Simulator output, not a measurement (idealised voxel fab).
Documented hereafter: the process module known as voxel gate over fins.
Each square cell in cross-section cut measures 5 nm, and the section as a whole is 235 nm wide.
In this document a cross-section is written as a grid of square cells. It is given as a series of bands, listed from the top down, and a band is one or more rows of cells. It is stipulated that each band's entry specify, in nanometres, the height of the top of the band and then that of its bottom, followed by the materials of the band in left-to-right sequence, each together with its width in nanometres. A single material marked by the word "everywhere" is understood to fill the band from edge to edge; the word "blank" is understood to denote empty space. Note: height 0 marks the level under which the wafer is uniformly one material as received. Lowest band unbounded below, written "from 0 down". Quick explanation for "30->40": the width changes in equal steps down the rows of cells, from the first number in the band's top row to the second number in its bottom row. "stayed the same" for a step: no cell of the cross-section changed in that step. "Closed void entries": empty spaces of 8 cells or more with no open way to the top, each given as width x height at distance, distance from the left edge, all in nm. Read whatever lies past the settings on a step's line as the simulator's own remark about the step. For masked steps, "overlay nm" on the step line gives how far right of plan the mask actually lay; a minus sign means it lay to the left.

The following list gives the planned process steps
1) RECEIVE, material Si
2) CONFORMAL_DEP, material SiN, thk nm 5
3) PATTERN, tone cover, mask id FINS, material resist, width nm 15, pitch nm 50, thk nm 20, overlay nm 0
4) DIRECTIONAL_ETCH, etch materials SiN, depth nm 5
5) DIRECTIONAL_ETCH, etch materials Si, depth nm 30
6) STRIP, etch materials resist
7) FILL_DEP, material SiO2, thk nm 5
8) CMP, height nm 5
9) PATTERN, tone open, mask id RAIL, material resist, width nm 15, thk nm 20, overlay nm 0
10) DIRECTIONAL_ETCH, etch materials SiO2, depth nm 30
11) STRIP, etch materials resist
12) CONFORMAL_DEP, material TiN, thk nm 5
13) FILL_DEP, material Ru, thk nm 5
14) CMP, height nm 5
15) SELECTIVE_ETCH, etch materials W Ru TiN, depth nm 20
16) FILL_DEP, material SiO2, thk nm 5
17) CMP, height nm 5
18) SELECTIVE_ETCH, etch materials SiO2, depth nm 15
19) STRIP, etch materials SiN
20) CONFORMAL_DEP, material HfO2, thk nm 5
21) CONFORMAL_DEP, material TiN, thk nm 5
22) CONFORMAL_DEP, material TiAl, thk nm 5
23) CONFORMAL_DEP, material TiN, thk nm 5
24) FILL_DEP, material W, thk nm 15
25) CMP, height nm 30
26) CONFORMAL_DEP, material SiN, thk nm 10

Cross-section of the wafer as it came to us, i.e., already through step 1
  from 0 down  Si everywhere
  Closed void entries: none

End-of-module cross-section of the first of two wafers, processed as planned
  from 40 to 30  SiN everywhere
  from 30 to 20  W everywhere
  from 20 to 15  W 65 nm, TiN 105 nm, W 65 nm
  from 15 to 10  W 65 nm, TiN 5 nm, TiAl 45 nm, TiN 5 nm, TiAl 45 nm, TiN 5 nm, W 65 nm
  from 10 to 5  TiN 70 nm, TiAl 5 nm, TiN 35 nm, TiAl 5 nm, TiN 5 nm, TiAl 5 nm, TiN 35 nm, TiAl 5 nm, TiN 70 nm
  from 5 to 0  TiAl 75 nm, TiN 5 nm, HfO2 25 nm, TiN 5 nm, TiAl 15 nm, TiN 5 nm, HfO2 25 nm, TiN 5 nm, TiAl 75 nm
  from 0 to -5  TiN 80 nm, HfO2 5 nm, Si 15 nm, HfO2 5 nm, TiN 25 nm, HfO2 5 nm, Si 15 nm, HfO2 5 nm, TiN 80 nm
  from -5 to -10  HfO2 85 nm, Si 15 nm, HfO2 35 nm, Si 15 nm, HfO2 85 nm
  from -10 to -15  SiO2 85 nm, Si 15 nm, SiO2 35 nm, Si 15 nm, SiO2 85 nm
  from -15 to -20  SiO2 85 nm, Si 15 nm, SiO2 10 nm, TiN 5 nm, Ru 5 nm, TiN 5 nm, SiO2 10 nm, Si 15 nm, SiO2 85 nm
  from -20 to -25  SiO2 85 nm, Si 15 nm, SiO2 10 nm, TiN 15 nm, SiO2 10 nm, Si 15 nm, SiO2 85 nm
  from -25 to -30  SiO2 85 nm, Si 15 nm, SiO2 35 nm, Si 15 nm, SiO2 85 nm
  from -30 down  Si everywhere
  Closed void entries: none

Here is the second of the two wafers cut open at the end of the module - same start, same plan as the first one, but we made one mistake running it
  from 40 to 30  SiN everywhere
  from 30 to 15  W everywhere
  from 15 to 5  W 70 nm, TiN 45 nm, W 5 nm, TiN 45 nm, W 70 nm
  from 5 to 0  TiN 80 nm, HfO2 25 nm, TiN 25 nm, HfO2 25 nm, TiN 80 nm
  from 0 to -5  TiN 80 nm, HfO2 5 nm, Si 15 nm, HfO2 5 nm, TiN 25 nm, HfO2 5 nm, Si 15 nm, HfO2 5 nm, TiN 80 nm
  from -5 to -10  HfO2 85 nm, Si 15 nm, HfO2 35 nm, Si 15 nm, HfO2 85 nm
  from -10 to -15  SiO2 85 nm, Si 15 nm, SiO2 35 nm, Si 15 nm, SiO2 85 nm
  from -15 to -20  SiO2 85 nm, Si 15 nm, SiO2 10 nm, TiN 5 nm, Ru 5 nm, TiN 5 nm, SiO2 10 nm, Si 15 nm, SiO2 85 nm
  from -20 to -25  SiO2 85 nm, Si 15 nm, SiO2 10 nm, TiN 15 nm, SiO2 10 nm, Si 15 nm, SiO2 85 nm
  from -25 to -30  SiO2 85 nm, Si 15 nm, SiO2 35 nm, Si 15 nm, SiO2 85 nm
  from -30 down  Si everywhere
  Closed void entries: none
Nonconformance to the process plan: step 22 of the plan was omitted and not executed
Counted in cells at the end, the second wafer holds more or fewer of these materials than the first: TiAl -55, TiN +2, W +53
